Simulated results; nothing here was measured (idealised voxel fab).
This section sets out a process module, namely voxel transistor to metal.
Square cells of 5 nm make up the cross-section cut, whose width is 275 nm.
For the purposes of this document, a cross-section shall be understood as a grid of square cells, specified as bands listed in top-to-bottom order, each band consisting of one or more rows of cells. Top, bottom (nm), then materials left to right with widths (nm); lone material tagged "everywhere" fills the whole band edge to edge; "air" = empty space. Beneath 0, the wafer as received is one material, and that level is where height counting begins. The lowest band goes on downward without a bottom; it is written like "0 down". When a width is written as two numbers, as in "30->40", the first number is the width in the top row of cells of the band and the second is the width in its bottom row, and the width changes by the same amount from each row to the next. Key: "same as before" - step with no changed cell in the cross-section. The label "Non-vented voids" introduces a list of the empty spaces, 8 cells or larger, that have no open way up to the top; each entry in it reads width x height at distance, where the distance is taken from the left edge and all three are stated in nm. Post-settings text on a step line: simulator's own remark regarding the step. A step line may carry the setting "overlay nm", which, for steps involving a mask, states the distance by which the mask lay to the right of its intended position; negative values denote displacement to the left.
### Below is the list of planned process steps
| 1 | RECEIVE: material Si |
| 2 | OXIDIZE: depth nm 5 |
| 3 | CONFORMAL_DEP: material SiN, thk nm 15 |
| 4 | MASKED_ETCH: tone cover, mask id ACTIVE, width nm 105, pitch nm 125, etch materials SiN, depth nm 15, overlay nm 0 |
| 5 | MASKED_ETCH: tone cover, mask id ACTIVE, width nm 105, pitch nm 125, etch materials SiO2, depth nm 5, overlay nm 0 |
| 6 | MASKED_ETCH: tone cover, mask id ACTIVE, width nm 105, pitch nm 125, etch materials Si, depth nm 20, overlay nm 0 |
| 7 | FILL_DEP: material SiO2, thk nm 10 |
| 8 | CMP: height nm 15 |
| 9 | SELECTIVE_ETCH: etch materials SiO2, depth nm 5 |
| 10 | STRIP: etch materials SiN |
| 11 | SELECTIVE_ETCH: etch materials SiO2, depth nm 5 |
| 12 | OXIDIZE: depth nm 5 |
| 13 | DIRECTIONAL_DEP: material polySi, thk nm 20 |
| 14 | DIRECTIONAL_DEP: material SiCN, thk nm 15 |
| 15 | DIRECTIONAL_DEP: material aC, thk nm 10 |
| 16 | PATTERN: tone cover, mask id GATE, material resist, width nm 25, pitch nm 125, thk nm 30, overlay nm 0 |
| 17 | DIRECTIONAL_ETCH: etch materials aC, depth nm 10 |
| 18 | STRIP: etch materials resist |
| 19 | DIRECTIONAL_ETCH: etch materials SiCN, depth nm 25 |
| 20 | DIRECTIONAL_ETCH: etch materials polySi, depth nm 30 |
| 21 | STRIP: etch materials aC |
| 22 | CONFORMAL_DEP: material SiN, thk nm 10 |
| 23 | DIRECTIONAL_ETCH: etch materials SiN, depth nm 10 |
| 24 | DIRECTIONAL_ETCH: etch materials SiO2, depth nm 5 |
| 25 | DIRECTIONAL_ETCH: etch materials Si, depth nm 10 |
| 26 | EPI: material nSi, thk nm 10 |
| 27 | FILL_DEP: material SiO2, thk nm 5 |
| 28 | CMP: height nm 15 |
| 29 | STRIP: etch materials polySi |
| 30 | SELECTIVE_ETCH: etch materials SiO2, depth nm 5 |
| 31 | CONFORMAL_DEP: material HfO2, thk nm 5 |
| 32 | CONFORMAL_DEP: material TiN, thk nm 5 |
| 33 | FILL_DEP: material W, thk nm 5 |
| 34 | CMP: height nm 10 |
| 35 | DIRECTIONAL_DEP: material SiO2, thk nm 15 |
| 36 | DIRECTIONAL_DEP: material aC, thk nm 15 |
| 37 | PATTERN: tone open, mask id CONTACT, material resist, width nm 20, thk nm 30, overlay nm 0 |
| 38 | DIRECTIONAL_ETCH: etch materials aC, depth nm 15 |
| 39 | STRIP: etch materials resist |
| 40 | DIRECTIONAL_ETCH: etch materials SiO2, depth nm 35 |
| 41 | STRIP: etch materials aC |
| 42 | CONFORMAL_DEP: material TiN, thk nm 5 |
| 43 | FILL_DEP: material W, thk nm 10 |
| 44 | CMP: height nm 25 |
| 45 | DIRECTIONAL_DEP: material TiN, thk nm 5 |
| 46 | DIRECTIONAL_DEP: material Ru, thk nm 15 |
| 47 | PATTERN: tone cover, mask id METAL_1, material resist, width nm 20, thk nm 15, overlay nm 0 |
| 48 | DIRECTIONAL_ETCH: etch materials Ru, depth nm 15 |
| 49 | DIRECTIONAL_ETCH: etch materials TiN, depth nm 5 |
| 50 | STRIP: etch materials resist |
| 51 | FILL_DEP: material SiO2, thk nm 5 |
| 52 | CMP: height nm 45 |
| 53 | CONFORMAL_DEP: material SiCN, thk nm 5 |
### Here's what the wafer looked like in cross-section when it arrived - that's after step 1
	0 down: Si everywhere
	Non-vented voids: none
### The first of two wafers, cross-sectioned at the end of the module, with the run proceeding as planned
	50 to 45: SiCN everywhere
	45 to 30: SiO2 25 nm, then Ru 20 nm, then SiO2 55 nm, then Ru 20 nm, then SiO2 30 nm, then Ru 20 nm, then SiO2 55 nm, then Ru 20 nm, then SiO2 30 nm
	30 to 25: SiO2 25 nm, then TiN 20 nm, then SiO2 55 nm, then TiN 20 nm, then SiO2 30 nm, then TiN 20 nm, then SiO2 55 nm, then TiN 20 nm, then SiO2 30 nm
	25 to 10: SiO2 25 nm, then TiN 5 nm, then W 10 nm, then TiN 5 nm, then SiO2 55 nm, then TiN 5 nm, then W 10 nm, then TiN 5 nm, then SiO2 30 nm, then TiN 5 nm, then W 10 nm, then TiN 5 nm, then SiO2 55 nm, then TiN 5 nm, then W 10 nm, then TiN 5 nm, then SiO2 30 nm
	10 to 5: SiO2 25 nm, then TiN 5 nm, then W 10 nm, then TiN 5 nm, then SiO2 5 nm, then SiN 10 nm, then HfO2 5 nm, then TiN 5 nm, then W 5 nm, then TiN 5 nm, then HfO2 5 nm, then SiN 10 nm, then SiO2 5 nm, then TiN 5 nm, then W 10 nm, then TiN 5 nm, then SiO2 30 nm, then TiN 5 nm, then W 10 nm, then TiN 5 nm, then SiO2 5 nm, then SiN 10 nm, then HfO2 5 nm, then TiN 5 nm, then W 5 nm, then TiN 5 nm, then HfO2 5 nm, then SiN 10 nm, then SiO2 5 nm, then TiN 5 nm, then W 10 nm, then TiN 5 nm, then SiO2 30 nm
	5 to 0: SiO2 15 nm, then SiN 10 nm, then TiN 20 nm, then SiO2 5 nm, then SiN 10 nm, then HfO2 5 nm, then TiN 5 nm, then W 5 nm, then TiN 5 nm, then HfO2 5 nm, then SiN 10 nm, then SiO2 5 nm, then TiN 20 nm, then SiN 10 nm, then SiO2 10 nm, then SiN 10 nm, then TiN 20 nm, then SiO2 5 nm, then SiN 10 nm, then HfO2 5 nm, then TiN 5 nm, then W 5 nm, then TiN 5 nm, then HfO2 5 nm, then SiN 10 nm, then SiO2 5 nm, then TiN 20 nm, then SiN 10 nm, then SiO2 20 nm
	0 to -5: SiO2 15 nm, then SiN 10 nm, then nSi 10 nm, then TiN 5 nm, then nSi 10 nm, then SiN 10 nm, then HfO2 5 nm, then TiN 15 nm, then HfO2 5 nm, then SiN 10 nm, then nSi 10 nm, then TiN 5 nm, then nSi 10 nm, then SiN 10 nm, then SiO2 10 nm, then SiN 10 nm, then nSi 10 nm, then TiN 5 nm, then nSi 10 nm, then SiN 10 nm, then HfO2 5 nm, then TiN 15 nm, then HfO2 5 nm, then SiN 10 nm, then nSi 10 nm, then TiN 5 nm, then nSi 10 nm, then SiN 10 nm, then SiO2 20 nm
	-5 to -10: SiO2 25 nm, then nSi 10 nm, then TiN 5 nm, then nSi 10 nm, then SiO2 5 nm, then HfO2 35 nm, then SiO2 5 nm, then nSi 10 nm, then TiN 5 nm, then nSi 10 nm, then SiO2 30 nm, then nSi 10 nm, then TiN 5 nm, then nSi 10 nm, then SiO2 5 nm, then HfO2 35 nm, then SiO2 5 nm, then nSi 10 nm, then TiN 5 nm, then nSi 10 nm, then SiO2 30 nm
	-10 to -20: SiO2 20 nm, then Si 5 nm, then nSi 25 nm, then Si 45 nm, then nSi 25 nm, then Si 5 nm, then SiO2 20 nm, then Si 5 nm, then nSi 25 nm, then Si 45 nm, then nSi 25 nm, then Si 5 nm, then SiO2 25 nm
	-20 to -25: SiO2 20 nm, then Si 105 nm, then SiO2 20 nm, then Si 105 nm, then SiO2 25 nm
	-25 down: Si everywhere
	Non-vented voids: none
### Here's the second of our two wafers sectioned at module end. Same start as the first, same plan, but one mistake got made running it
	50 to 45: SiCN everywhere
	45 to 30: SiO2 25 nm, then Ru 20 nm, then SiO2 55 nm, then Ru 20 nm, then SiO2 30 nm, then Ru 20 nm, then SiO2 55 nm, then Ru 20 nm, then SiO2 30 nm
	30 to 25: SiO2 25 nm, then TiN 20 nm, then SiO2 55 nm, then TiN 20 nm, then SiO2 30 nm, then TiN 20 nm, then SiO2 55 nm, then TiN 20 nm, then SiO2 30 nm
	25 to 10: SiO2 25 nm, then TiN 5 nm, then W 10 nm, then TiN 5 nm, then SiO2 55 nm, then TiN 5 nm, then W 10 nm, then TiN 5 nm, then SiO2 30 nm, then TiN 5 nm, then W 10 nm, then TiN 5 nm, then SiO2 55 nm, then TiN 5 nm, then W 10 nm, then TiN 5 nm, then SiO2 30 nm
	10 to 5: SiO2 25 nm, then TiN 5 nm, then W 10 nm, then TiN 5 nm, then SiO2 5 nm, then SiN 10 nm, then HfO2 5 nm, then TiN 5 nm, then W 5 nm, then TiN 5 nm, then HfO2 5 nm, then SiN 10 nm, then SiO2 5 nm, then TiN 5 nm, then W 10 nm, then TiN 5 nm, then SiO2 30 nm, then TiN 5 nm, then W 10 nm, then TiN 5 nm, then SiO2 5 nm, then SiN 10 nm, then HfO2 5 nm, then TiN 5 nm, then W 5 nm, then TiN 5 nm, then HfO2 5 nm, then SiN 10 nm, then SiO2 5 nm, then TiN 5 nm, then W 10 nm, then TiN 5 nm, then SiO2 30 nm
	5 to 0: SiO2 15 nm, then SiN 10 nm, then TiN 20 nm, then SiO2 5 nm, then SiN 10 nm, then HfO2 5 nm, then TiN 5 nm, then W 5 nm, then TiN 5 nm, then HfO2 5 nm, then SiN 10 nm, then SiO2 5 nm, then TiN 20 nm, then SiN 10 nm, then SiO2 10 nm, then SiN 10 nm, then TiN 20 nm, then SiO2 5 nm, then SiN 10 nm, then HfO2 5 nm, then TiN 5 nm, then W 5 nm, then TiN 5 nm, then HfO2 5 nm, then SiN 10 nm, then SiO2 5 nm, then TiN 20 nm, then SiN 10 nm, then SiO2 20 nm
	0 to -5: SiO2 15 nm, then SiN 10 nm, then nSi 10 nm, then TiN 5 nm, then nSi 10 nm, then SiN 10 nm, then HfO2 5 nm, then TiN 15 nm, then HfO2 5 nm, then SiN 10 nm, then nSi 10 nm, then TiN 5 nm, then nSi 10 nm, then SiN 10 nm, then SiO2 10 nm, then SiN 10 nm, then nSi 10 nm, then TiN 5 nm, then nSi 10 nm, then SiN 10 nm, then HfO2 5 nm, then TiN 15 nm, then HfO2 5 nm, then SiN 10 nm, then nSi 10 nm, then TiN 5 nm, then nSi 10 nm, then SiN 10 nm, then SiO2 20 nm
	-5 to -10: SiO2 25 nm, then nSi 10 nm, then TiN 5 nm, then nSi 10 nm, then SiO2 5 nm, then HfO2 35 nm, then SiO2 5 nm, then nSi 10 nm, then TiN 5 nm, then nSi 10 nm, then SiO2 30 nm, then nSi 10 nm, then TiN 5 nm, then nSi 10 nm, then SiO2 5 nm, then HfO2 35 nm, then SiO2 5 nm, then nSi 10 nm, then TiN 5 nm, then nSi 10 nm, then SiO2 30 nm
	-10 to -20: SiO2 20 nm, then Si 5 nm, then nSi 25 nm, then Si 45 nm, then nSi 25 nm, then Si 5 nm, then SiO2 20 nm, then Si 5 nm, then nSi 25 nm, then Si 45 nm, then nSi 25 nm, then Si 5 nm, then SiO2 25 nm
	-20 to -45: SiO2 20 nm, then Si 105 nm, then SiO2 20 nm, then Si 105 nm, then SiO2 25 nm
	-45 down: Si everywhere
	Non-vented voids: none
Short version of what went wrong: execution of plan step 6 occurred twice
Bottom line after processing is that, in cells, the second wafer is up or down on some materials versus the first: -52 Si; +52 SiO2
